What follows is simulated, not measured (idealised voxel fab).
Process module name: voxel gate over fins
Xsec cut, 260 nm wide, square cell size 5 nm.
Notation: cross-section as square-cell grid; stated in bands, top first, going down; one or more cell rows per band.
This entry defines a band. It first specifies the height of the band's top and the height of its bottom in nm, and then specifies the band's materials from left to right, stating each material with its width in nm. The word "edge to edge" identifies a single material that fills the band from edge to edge, while the word "blank" identifies empty space.
The reference from which all heights are counted is 0, the level beneath which the as-received wafer is entirely one material; the lowest band, having no lower bound, proceeds downward and is written after the example "0..down".
Read "30 to 40" as a graded width: first number on top, second number at the bottom, same change between each pair of neighbouring rows.
"all unchanged" for a step: no cell of the cross-section changed in that step.
"Voids, enclosed" - sealed voids, min. 8 cells, no opening to top; format: width x height at distance (distance from left edge; nm throughout).
Where a step's line continues beyond its settings, the continuation is a remark by the simulator itself on that step.
Regarding "overlay nm": on a step with a mask, it is the distance the mask lay to the right of its planned place; a negative value places it to the left.
-- Planned step list for the process
1 RECEIVE,material Si
2 CONFORMAL_DEP,material SiN,thk nm 10
3 MASKED_ETCH,tone cover,mask id FINS,width nm 15,pitch nm 45,etch materials SiN,depth nm 10,overlay nm 0
4 MASKED_ETCH,tone cover,mask id FINS,width nm 15,pitch nm 45,etch materials Si,depth nm 35,overlay nm 0
5 OXIDIZE,depth nm 5
6 FILL_DEP,material SiO2,thk nm 15
7 CMP,height nm 10
8 SELECTIVE_ETCH,etch materials SiO2,depth nm 20
9 STRIP,etch materials SiN
10 CONFORMAL_DEP,material HfO2,thk nm 5
11 CONFORMAL_DEP,material TiN,thk nm 5
12 CONFORMAL_DEP,material TiAl,thk nm 5
13 CONFORMAL_DEP,material TiN,thk nm 5
14 FILL_DEP,material W,thk nm 15
15 CMP,height nm 30
16 CONFORMAL_DEP,material SiN,thk nm 10
-- As-received state of the wafer in cross-section, equivalent to post-step 1
    0..down = Si edge to edge
    Voids, enclosed: none
-- Cross-section, first of two wafers, end of module, run as planned
    40..30 = SiN edge to edge
    30..20 = W edge to edge
    20..15 = W 60, then TiN 135, then W 65
    15..10 = W 60, then TiN 5, then TiAl 35, then TiN 10, then TiAl 35, then TiN 10, then TiAl 35, then TiN 5, then W 65
    10..5 = TiN 65, then TiAl 5, then TiN 25, then TiAl 5, then TiN 10, then TiAl 5, then TiN 25, then TiAl 5, then TiN 10, then TiAl 5, then TiN 25, then TiAl 5, then TiN 70
    5..0 = TiAl 70, then TiN 5, then HfO2 15, then TiN 5, then TiAl 20, then TiN 5, then HfO2 15, then TiN 5, then TiAl 20, then TiN 5, then HfO2 15, then TiN 5, then TiAl 75
    0..-5 = TiN 75, then HfO2 5, then Si 5, then HfO2 5, then TiN 30, then HfO2 5, then Si 5, then HfO2 5, then TiN 30, then HfO2 5, then Si 5, then HfO2 5, then TiN 80
    -5..-10 = HfO2 80, then Si 5, then HfO2 40, then Si 5, then HfO2 40, then Si 5, then HfO2 85
    -10..-40 = SiO2 80, then Si 5, then SiO2 40, then Si 5, then SiO2 40, then Si 5, then SiO2 85
    -40..down = Si edge to edge
    Voids, enclosed: none
-- Here is the second of the two wafers cut open at the end of the module - same start, same plan as the first one, but we made one mistake running it
    40..30 = SiN edge to edge
    30..20 = W edge to edge
    20..15 = W 60, then TiN 135, then W 65
    15..10 = W 60, then TiN 5, then TiAl 35, then TiN 10, then TiAl 35, then TiN 10, then TiAl 35, then TiN 5, then W 65
    10..5 = W 60, then TiN 5, then TiAl 5, then TiN 25, then TiAl 5, then TiN 10, then TiAl 5, then TiN 25, then TiAl 5, then TiN 10, then TiAl 5, then TiN 25, then TiAl 5, then TiN 5, then W 65
    5..0 = W 60, then TiN 5, then TiAl 5, then TiN 5, then HfO2 15, then TiN 5, then TiAl 5, then TiN 10, then TiAl 5, then TiN 5, then HfO2 15, then TiN 5, then TiAl 5, then TiN 10, then TiAl 5, then TiN 5, then HfO2 15, then TiN 5, then TiAl 5, then TiN 5, then W 65
    0..-10 = W 60, then TiN 5, then TiAl 5, then TiN 5, then HfO2 5, then Si 5, then HfO2 5, then TiN 5, then TiAl 5, then TiN 10, then TiAl 5, then TiN 5, then HfO2 5, then Si 5, then HfO2 5, then TiN 5, then TiAl 5, then TiN 10, then TiAl 5, then TiN 5, then HfO2 5, then Si 5, then HfO2 5, then TiN 5, then TiAl 5, then TiN 5, then W 65
    -10..-15 = TiN 65, then TiAl 5, then TiN 5, then HfO2 5, then Si 5, then HfO2 5, then TiN 5, then TiAl 5, then TiN 10, then TiAl 5, then TiN 5, then HfO2 5, then Si 5, then HfO2 5, then TiN 5, then TiAl 5, then TiN 10, then TiAl 5, then TiN 5, then HfO2 5, then Si 5, then HfO2 5, then TiN 5, then TiAl 5, then TiN 70
    -15..-20 = TiAl 70, then TiN 5, then HfO2 5, then Si 5, then HfO2 5, then TiN 5, then TiAl 20, then TiN 5, then HfO2 5, then Si 5, then HfO2 5, then TiN 5, then TiAl 20, then TiN 5, then HfO2 5, then Si 5, then HfO2 5, then TiN 5, then TiAl 75
    -20..-25 = TiN 75, then HfO2 5, then Si 5, then HfO2 5, then TiN 30, then HfO2 5, then Si 5, then HfO2 5, then TiN 30, then HfO2 5, then Si 5, then HfO2 5, then TiN 80
    -25..-30 = HfO2 80, then Si 5, then HfO2 40, then Si 5, then HfO2 40, then Si 5, then HfO2 85
    -30..-40 = SiO2 80, then Si 5, then SiO2 40, then Si 5, then SiO2 40, then Si 5, then SiO2 85
    -40..down = Si edge to edge
    Voids, enclosed: none
In executing the process, a mistake was made relative to the plan: step 8 of the plan was carried out twice
Bottom line after processing is that, in cells, the second wafer is up or down on some materials versus the first: 24 more of HfO2, 196 fewer of SiO2, 24 more of TiAl, 48 more of TiN, 100 more of W
